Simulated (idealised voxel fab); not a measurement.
Process module name: voxel transistor to metal
Displayed cross-section: cut, width of 140 nm, square cells sized 5 nm.
Square cells in a grid make up a cross-section in this document, and the grid is given as bands, listed from the top down, each one or more rows of cells. In this notation a band is specified by the heights of its top and bottom, in that order and in nm, after which its materials appear from left to right, each paired with its width in nm. The word "all across" attached to a single material means that material fills the band from edge to edge; the word "empty" stands for empty space. Convention: height 0 is the level below which the wafer, as received, is all one material. The lowest band does not terminate at the bottom but continues downward, represented as "0 -> down". It should be noted that a width expressed as "30 to 40" varies in equal increments from row to row of cells within the band, taking the value of the first number at the top row and that of the second number at the bottom row. A step reported as "nothing got changed" is a step in which no cell of the cross-section changed. Reported under the label "Voids, enclosed" are the empty spaces having no open way to the top and comprising 8 cells or more; the notation for each is width x height at distance, in which the distance is measured from the left edge and all three values are in nm. Anything after a step's settings on that line? It's the simulator's own note about the step. overlay nm: right-of-plan distance of the mask on a masked step; negative values mean left-of-plan.

THIS SECTION LISTS THE PROCESS STEPS THAT WERE PLANNED
- 1: RECEIVE with material Si
- 2: OXIDIZE with depth nm 5
- 3: CONFORMAL_DEP with material SiN, thk nm 10
- 4: MASKED_ETCH with tone cover, mask id ACTIVE, width nm 105, etch materials SiN, depth nm 10, overlay nm 0
- 5: MASKED_ETCH with tone cover, mask id ACTIVE, width nm 105, etch materials SiO2, depth nm 5, overlay nm 0
- 6: MASKED_ETCH with tone cover, mask id ACTIVE, width nm 105, etch materials Si, depth nm 30, overlay nm 0
- 7: OXIDIZE with depth nm 5
- 8: FILL_DEP with material SiO2, thk nm 15
- 9: CMP with height nm 10
- 10: SELECTIVE_ETCH with etch materials SiO2, depth nm 5
- 11: STRIP with etch materials SiN
- 12: SELECTIVE_ETCH with etch materials SiO2, depth nm 5
- 13: OXIDIZE with depth nm 5
- 14: DIRECTIONAL_DEP with material polySi, thk nm 20
- 15: DIRECTIONAL_DEP with material SiCN, thk nm 15
- 16: DIRECTIONAL_DEP with material aC, thk nm 10
- 17: PATTERN with tone cover, mask id GATE, material resist, width nm 25, thk nm 25, overlay nm 0
- 18: DIRECTIONAL_ETCH with etch materials aC, depth nm 10
- 19: STRIP with etch materials resist
- 20: DIRECTIONAL_ETCH with etch materials SiCN, depth nm 25
- 21: DIRECTIONAL_ETCH with etch materials polySi, depth nm 30
- 22: STRIP with etch materials aC
- 23: CONFORMAL_DEP with material SiN, thk nm 5
- 24: DIRECTIONAL_ETCH with etch materials SiN, depth nm 5
- 25: DIRECTIONAL_ETCH with etch materials SiO2, depth nm 5
- 26: DIRECTIONAL_ETCH with etch materials Si, depth nm 5
- 27: EPI with material pSi, thk nm 10
- 28: FILL_DEP with material SiO2, thk nm 10
- 29: CMP with height nm 15
- 30: STRIP with etch materials polySi
- 31: SELECTIVE_ETCH with etch materials SiO2, depth nm 5
- 32: CONFORMAL_DEP with material HfO2, thk nm 5
- 33: CONFORMAL_DEP with material TiN, thk nm 5
- 34: FILL_DEP with material W, thk nm 5
- 35: CMP with height nm 10
- 36: DIRECTIONAL_DEP with material SiO2, thk nm 10
- 37: PATTERN with tone open, mask id CONTACT, material resist, width nm 15, pitch nm 80, thk nm 15, overlay nm 0
- 38: DIRECTIONAL_ETCH with etch materials SiO2, depth nm 25
- 39: STRIP with etch materials resist
- 40: CONFORMAL_DEP with material TiN, thk nm 5
- 41: FILL_DEP with material Ru, thk nm 10
- 42: CMP with height nm 20
- 43: CONFORMAL_DEP with material SiCN, thk nm 5
- 44: DIRECTIONAL_DEP with material lowk, thk nm 20
- 45: DIRECTIONAL_DEP with material aC, thk nm 15
- 46: PATTERN with tone open, mask id METAL_1, material resist, width nm 15, pitch nm 80, thk nm 30, overlay nm 0
- 47: DIRECTIONAL_ETCH with etch materials aC, depth nm 15
- 48: STRIP with etch materials resist
- 49: DIRECTIONAL_ETCH with etch materials lowk, depth nm 20
- 50: DIRECTIONAL_ETCH with etch materials SiCN, depth nm 5
- 51: STRIP with etch materials aC
- 52: CONFORMAL_DEP with material TiN, thk nm 5
- 53: FILL_DEP with material Cu, thk nm 5
- 54: CMP with height nm 45
- 55: CONFORMAL_DEP with material SiCN, thk nm 5
- 56: DIRECTIONAL_DEP with material lowk, thk nm 35
- 57: PATTERN with tone open, mask id METAL_2, material resist, width nm 15, pitch nm 80, thk nm 15, overlay nm 0
- 58: DIRECTIONAL_ETCH with etch materials lowk, depth nm 20
- 59: STRIP with etch materials resist
- 60: MASKED_ETCH with tone open, mask id METAL_2_HOLES, width nm 15, pitch nm 80, etch materials lowk, depth nm 15, overlay nm 0
- 61: MASKED_ETCH with tone open, mask id METAL_2_HOLES, width nm 15, pitch nm 80, etch materials SiCN, depth nm 5, overlay nm 0
- 62: CONFORMAL_DEP with material TiN, thk nm 5
- 63: FILL_DEP with material Ru, thk nm 10
- 64: CMP with height nm 85
- 65: CONFORMAL_DEP with material SiCN, thk nm 5

INCOMING WAFER IN CROSS-SECTION (STATE: AFTER STEP 1)
* 0 -> down | Si all across
* Voids, enclosed: none

THE MODULE WAS RUN FROM THE START SHOWN ABOVE USING THE PLAN SHOWN ABOVE, BUT ONE MISTAKE WAS MADE DOING IT; THE RESULTING WAFER CROSS-SECTION IS BELOW
* 90 -> 85 | SiCN all across
* 85 -> 50 | lowk 20, then TiN 5, then Ru 5, then TiN 5, then lowk 65, then TiN 5, then Ru 5, then TiN 5, then lowk 25
* 50 -> 45 | SiCN 20, then TiN 15, then SiCN 65, then TiN 15, then SiCN 25
* 45 -> 25 | lowk 20, then TiN 5, then Cu 5, then TiN 5, then lowk 65, then TiN 5, then Cu 5, then TiN 5, then lowk 25
* 25 -> 20 | SiCN 20, then TiN 15, then SiCN 65, then TiN 15, then SiCN 25
* 20 -> 10 | SiO2 20, then TiN 5, then Ru 5, then TiN 5, then SiO2 65, then TiN 5, then Ru 5, then TiN 5, then SiO2 25
* 10 -> 0 | SiO2 20, then TiN 5, then Ru 5, then TiN 5, then SiO2 15, then SiN 5, then HfO2 5, then TiN 5, then W 5, then TiN 5, then HfO2 5, then SiN 5, then SiO2 15, then TiN 5, then Ru 5, then TiN 5, then SiO2 25
* 0 -> -5 | SiO2 10, then SiN 5, then SiO2 5, then TiN 15, then SiO2 5, then pSi 10, then SiN 5, then HfO2 5, then TiN 15, then HfO2 5, then SiN 5, then pSi 10, then SiO2 5, then TiN 15, then SiO2 5, then SiN 5, then SiO2 15
* -5 -> -10 | SiO2 15, then pSi 35, then HfO2 35, then pSi 35, then SiO2 20
* -10 -> -15 | SiO2 20, then pSi 30, then Si 35, then pSi 30, then SiO2 25
* -15 -> -70 | SiO2 20, then Si 95, then SiO2 25
* -70 -> down | Si all across
* Voids, enclosed: none
Deviation noted in wafer processing: plan step 6 was conducted twice
